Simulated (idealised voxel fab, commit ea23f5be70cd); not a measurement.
process module | voxel self aligned contacts
cross-section cut | 230 nm wide | cells 5 nm
A cross-section is a grid of square cells, given in bands from the top down. A band is one or more rows of cells.
Each band's line starts with the height of the band's top and of its bottom, in nm. Then come its materials from left to right, each with its width in nm. One material with "throughout" fills the band from edge to edge. "air" is empty space.
Height 0 is the level under which the wafer as received is all one material. The lowest band goes on downwards, as in "0 down".
A width such as "30 to 40" changes by the same amount from each row of cells to the next, from the band's top row to its bottom row.
"no change" after a step means that no cell of the cross-section changed.
closed voids: empty space of 8 cells or more with no open way to the top, each as width x height at its distance from the left edge, in nm
after a step's settings: what the simulator itself notes on the step
overlay nm, on a step with a mask: how far to the right of its planned place the mask lay; to the left if negative
plan
1 op RECEIVE | material Si
2 op OXIDIZE | depth nm 5
3 op DIRECTIONAL_DEP | material polySi | thk nm 30
4 op DIRECTIONAL_DEP | material SiN | thk nm 20
5 op MASKED_ETCH | tone cover | mask id GATE | width nm 30 | pitch nm 75 | etch materials SiN | depth nm 20 | overlay nm 0
6 op MASKED_ETCH | tone cover | mask id GATE | width nm 30 | pitch nm 75 | etch materials polySi | depth nm 30 | overlay nm 0
7 op CONFORMAL_DEP | material SiN | thk nm 10
8 op DIRECTIONAL_ETCH | etch materials SiN | depth nm 10
9 op FILL_DEP | material SiO2 | thk nm 15
10 op CMP | height nm 55
11 op DIRECTIONAL_DEP | material aC | thk nm 15
12 op PATTERN | tone open | mask id CONTACT | material resist | width nm 45 | pitch nm 75 | thk nm 35 | overlay nm 0
13 op DIRECTIONAL_ETCH | etch materials aC | depth nm 15
14 op STRIP | etch materials resist
15 op DIRECTIONAL_ETCH | etch materials SiO2 | depth nm 60
16 op STRIP | etch materials aC
17 op CONFORMAL_DEP | material TiN | thk nm 5
18 op FILL_DEP | material Ru | thk nm 5
19 op CMP | height nm 55
20 op CONFORMAL_DEP | material SiCN | thk nm 5
varied across the wafers: width nm of step 12. The plan shows the first wafer's value. All wafers start alike
first wafer as received, after step 1
  0 down: Si throughout
  closed voids: none
each wafer at the end: cells of each material gained (+) or lost (-) since it was received, then its closed voids
width nm 45 | +66 Ru | -46 Si | +46 SiCN | +192 SiN | +124 SiO2 | +62 TiN | +108 polySi | closed voids: none
width nm 50 | +66 Ru | -46 Si | +46 SiCN | +192 SiN | +122 SiO2 | +64 TiN | +108 polySi | closed voids: none
width nm 55 | +66 Ru | -46 Si | +46 SiCN | +192 SiN | +120 SiO2 | +66 TiN | +108 polySi | closed voids: none
width nm 60 | +66 Ru | -46 Si | +46 SiCN | +192 SiN | +118 SiO2 | +68 TiN | +108 polySi | closed voids: none
